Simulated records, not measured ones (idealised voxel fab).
process module | voxel self aligned vias
cross-section cut | 250 nm wide | cells 5 nm
A cross-section is a grid of square cells, given in bands from the top down. A band is one or more rows of cells.
Each band's line starts with the height of the band's top and of its bottom, in nm. Then come its materials from left to right, each with its width in nm. One material with "throughout" fills the band from edge to edge. "air" is empty space.
Height 0 is the level under which the wafer as received is all one material. The lowest band goes on downwards, as in "0 down".
A width such as "30 to 40" changes by the same amount from each row of cells to the next, from the band's top row to its bottom row.
"no change" after a step means that no cell of the cross-section changed.
closed voids: empty space of 8 cells or more with no open way to the top, each as width x height at its distance from the left edge, in nm
after a step's settings: what the simulator itself notes on the step
overlay nm, on a step with a mask: how far to the right of its planned place the mask lay; to the left if negative
plan
1 op RECEIVE | material Si
2 op CONFORMAL_DEP | material SiO2 | thk nm 10
3 op CONFORMAL_DEP | material SiCN | thk nm 5
4 op DIRECTIONAL_DEP | material lowk | thk nm 30
5 op DIRECTIONAL_DEP | material aC | thk nm 10
6 op PATTERN | tone open | mask id LINES | material resist | width nm 20 | pitch nm 70 | thk nm 25 | overlay nm 0
7 op DIRECTIONAL_ETCH | etch materials aC | depth nm 10
8 op STRIP | etch materials resist
9 op DIRECTIONAL_ETCH | etch materials lowk | depth nm 30
10 op STRIP | etch materials aC
11 op CONFORMAL_DEP | material TiN | thk nm 5
12 op FILL_DEP | material Ru | thk nm 10
13 op CMP | height nm 45
14 op SELECTIVE_ETCH | etch materials W Ru TiN | depth nm 10
15 op FILL_DEP | material SiN | thk nm 10
16 op CMP | height nm 45
17 op DIRECTIONAL_DEP | material lowk | thk nm 15
18 op DIRECTIONAL_DEP | material aC | thk nm 10
19 op PATTERN | tone open | mask id VIAS | material resist | width nm 40 | pitch nm 70 | thk nm 25 | overlay nm 0
20 op DIRECTIONAL_ETCH | etch materials aC | depth nm 10
21 op STRIP | etch materials resist
22 op DIRECTIONAL_ETCH | etch materials lowk | depth nm 15
23 op DIRECTIONAL_ETCH | etch materials SiN | depth nm 10
24 op STRIP | etch materials aC
25 op CONFORMAL_DEP | material TiN | thk nm 5
26 op FILL_DEP | material Ru | thk nm 5
27 op CMP | height nm 60
28 op CONFORMAL_DEP | material SiCN | thk nm 5
as received, after step 1
  0 down: Si throughout
  closed voids: none
first wafer at the end, as planned
  65 to 60: SiCN throughout
  60 to 50: lowk 70 | TiN 5 | Ru 30 | TiN 5 | lowk 30 | TiN 5 | Ru 30 | TiN 5 | lowk 70
  50 to 40: lowk 70 to 80 | TiN 15 to 5 | Ru 10 | TiN 15 to 5 | lowk 30 to 50 | TiN 15 to 5 | Ru 10 | TiN 15 to 5 | lowk 70 to 80
  40 to 35: lowk 80 | TiN 20 | lowk 50 | TiN 20 | lowk 80
  35 to 20: lowk 80 | TiN 5 | Ru 10 | TiN 5 | lowk 50 | TiN 5 | Ru 10 | TiN 5 | lowk 80
  20 to 15: lowk 80 | TiN 20 | lowk 50 | TiN 20 | lowk 80
  15 to 10: SiCN throughout
  10 to 0: SiO2 throughout
  0 down: Si throughout
  closed voids: none
second wafer at the end: like start, like plan, one mistake
  65 to 60: SiCN throughout
  60 to 50: Ru 65 | TiN 5 | lowk 40 | TiN 5 | Ru 20 | TiN 5 | lowk 40 | TiN 5 | Ru 65
  50 to 45: TiN 70 | lowk 40 | TiN 30 | lowk 40 | TiN 70
  45 to 35: lowk 80 | SiN 20 | lowk 50 | SiN 20 | lowk 80
  35 to 20: lowk 80 | TiN 5 | Ru 10 | TiN 5 | lowk 50 | TiN 5 | Ru 10 | TiN 5 | lowk 80
  20 to 15: lowk 80 | TiN 20 | lowk 50 | TiN 20 | lowk 80
  15 to 10: SiCN throughout
  10 to 0: SiO2 throughout
  0 down: Si throughout
  closed voids: none
what went wrong: step 19 ran as: op PATTERN | tone cover | mask id VIAS | material resist | width nm 40 | pitch nm 70 | thk nm 25 | overlay nm 0
at the end the second wafer has, in cells: 28 more of Ru | 16 more of SiN | 10 more of TiN | 54 fewer of lowk
